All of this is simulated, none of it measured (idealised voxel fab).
The process module presented herein is designated voxel fin reveal.
Shown is cross-section cut, with a width of 215 nm and square cells of size 5 nm.
A cross-section is a grid of square cells, given in bands from the top down. A band is one or more rows of cells.
The entry gives the band's vertical extent as a top height and a bottom height in nm, then its horizontal make-up as materials from left to right, each with a width in nm. "air" stands for empty space; a single material marked "all across" fills the band edge to edge.
A quick word on heights: they are counted from 0, and under that level the wafer as it came to us is one material throughout. The lowest band is different from the rest in having no bottom; it simply continues downward, written as in "0..down".
A two-number width, for instance "30..40", indicates that the width is equal to the first number in the top row of the band and to the second number in the bottom row, and that it changes by a constant amount per row of cells.
What does "nothing changed" mean for a step? It means no cell of the cross-section changed in that step.
Closed empty spaces (no open way to the top) of 8 cells or more are what "Closed-off voids" lists, each as width x height at distance from the left edge, nm for all three.
If you see something after the settings on a step's line, that's the simulator's own remark about that step.
overlay nm, on a step with a mask: how far to the right of its planned place the mask lay; to the left if negative

[Here's what the planned process steps look like]
| 1 | RECEIVE (material Si) |
| 2 | CONFORMAL_DEP (material SiN; thk nm 5) |
| 3 | PATTERN (tone cover; mask id FINS; material resist; width nm 15; pitch nm 40; thk nm 15; overlay nm 0) |
| 4 | DIRECTIONAL_ETCH (etch materials SiN; depth nm 5) |
| 5 | DIRECTIONAL_ETCH (etch materials Si; depth nm 40) |
| 6 | STRIP (etch materials resist) |
| 7 | FILL_DEP (material SiO2; thk nm 15) |
| 8 | CMP (height nm 5) |
| 9 | SELECTIVE_ETCH (etch materials SiO2; depth nm 15) |
| 10 | STRIP (etch materials SiN) |

[Cross-section: wafer on arrival = after step 1]
	0..down  Si all across
	Closed-off voids: none

[Figure: cross-sectional view of the wafer upon completion of the module, processed from the initial state and according to the plan depicted above, with one error introduced during execution]
	0..-10  air=60 / Si=15 / air=25 / Si=15 / air=25 / Si=15 / air=60
	-10..-15  SiO2=45 / air=15 / Si=15 / air=25 / Si=15 / air=25 / Si=15 / air=15 / SiO2=45
	-15..-40  SiO2=60 / Si=15 / SiO2=25 / Si=15 / SiO2=25 / Si=15 / SiO2=60
	-40..down  Si all across
	Closed-off voids: none
So what did we get wrong on this run? steps 9 and 10 run out of order (swapped)
